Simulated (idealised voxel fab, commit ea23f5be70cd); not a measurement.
Documented hereafter: the process module known as voxel quadruple lines.
Cross-section cut spans 300 nm and uses square cells 5 nm in size.
Heads up, the way a cross-section reads in here is a grid of square cells, handed over as bands from the top down, with every band being one or more rows of cells.
For a band, the entry starts with two heights in nm, that of the top and then that of the bottom, and carries on with the band's materials in order from left to right, each alongside its width in nm; the word "full width" beside a single material means it fills the band edge to edge, and "air" means empty space.
Heads up on the height convention: 0 is the point under which the incoming wafer is all one material, and the lowest band has no bottom, it just keeps going down, like "from 0 down".
The notation "30->40" denotes a width that varies across the rows of cells in the band, beginning at the first number in the top row, finishing at the second number in the bottom row, and changing by an identical amount from each row to the next.
When a step is marked "no modification", none of the cells in the cross-section changed during that step.
In the "Completely sealed voids" entry, you get each enclosed empty space of 8 cells or more, one with no open way to the top, written width x height at distance, distance from the left edge, in nm.
Whatever follows a step's settings on its line is a remark the simulator itself makes about that step.
overlay nm: mask right of planned place by this much (step with mask). Neg. = left.
## Set out below are the planned steps of the process
1,RECEIVE [material Si]
2,CONFORMAL_DEP [material Al2O3] [thk nm 5]
3,DIRECTIONAL_DEP [material W] [thk nm 5]
4,DIRECTIONAL_DEP [material polySi] [thk nm 20]
5,DIRECTIONAL_DEP [material aC] [thk nm 25]
6,PATTERN [tone cover] [mask id MANDREL] [material resist] [width nm 25] [pitch nm 80] [thk nm 35] [overlay nm 0]
7,DIRECTIONAL_ETCH [etch materials aC] [depth nm 25]
8,STRIP [etch materials resist]
9,CONFORMAL_DEP [material SiO2] [thk nm 15]
10,DIRECTIONAL_ETCH [etch materials SiO2] [depth nm 15]
11,STRIP [etch materials aC]
12,DIRECTIONAL_ETCH [etch materials polySi] [depth nm 20]
13,STRIP [etch materials SiO2]
14,CONFORMAL_DEP [material SiCN] [thk nm 5]
15,DIRECTIONAL_ETCH [etch materials SiCN] [depth nm 5]
16,STRIP [etch materials polySi]
17,DIRECTIONAL_ETCH [etch materials W] [depth nm 15]
18,STRIP [etch materials SiCN]
19,FILL_DEP [material SiO2] [thk nm 10]
20,CMP [height nm 20]
Quick note for whoever runs this: the wafers start identical, but the thk nm at step 3 isn't the same across them. The plan just shows what the first wafer had.
## Cross-section of the first of several received wafers, showing its state after step 1
from 0 down: Si full width
Completely sealed voids: none
## Below: a row per wafer. Contents at end of module: for every material, cells gained since receipt (+) or lost since receipt (-); then closed voids
thk nm 5, +60 Al2O3, +172 SiO2, +8 W, Completely sealed voids: none
thk nm 10, +60 Al2O3, +164 SiO2, +16 W, Completely sealed voids: none
thk nm 15, +60 Al2O3, +156 SiO2, +24 W, Completely sealed voids: none
thk nm 20, +60 Al2O3, +104 SiO2, +76 W, Completely sealed voids: none
thk nm 25, +60 Al2O3, +52 SiO2, +128 W, Completely sealed voids: none
thk nm 30, +60 Al2O3, +180 W, Completely sealed voids: none
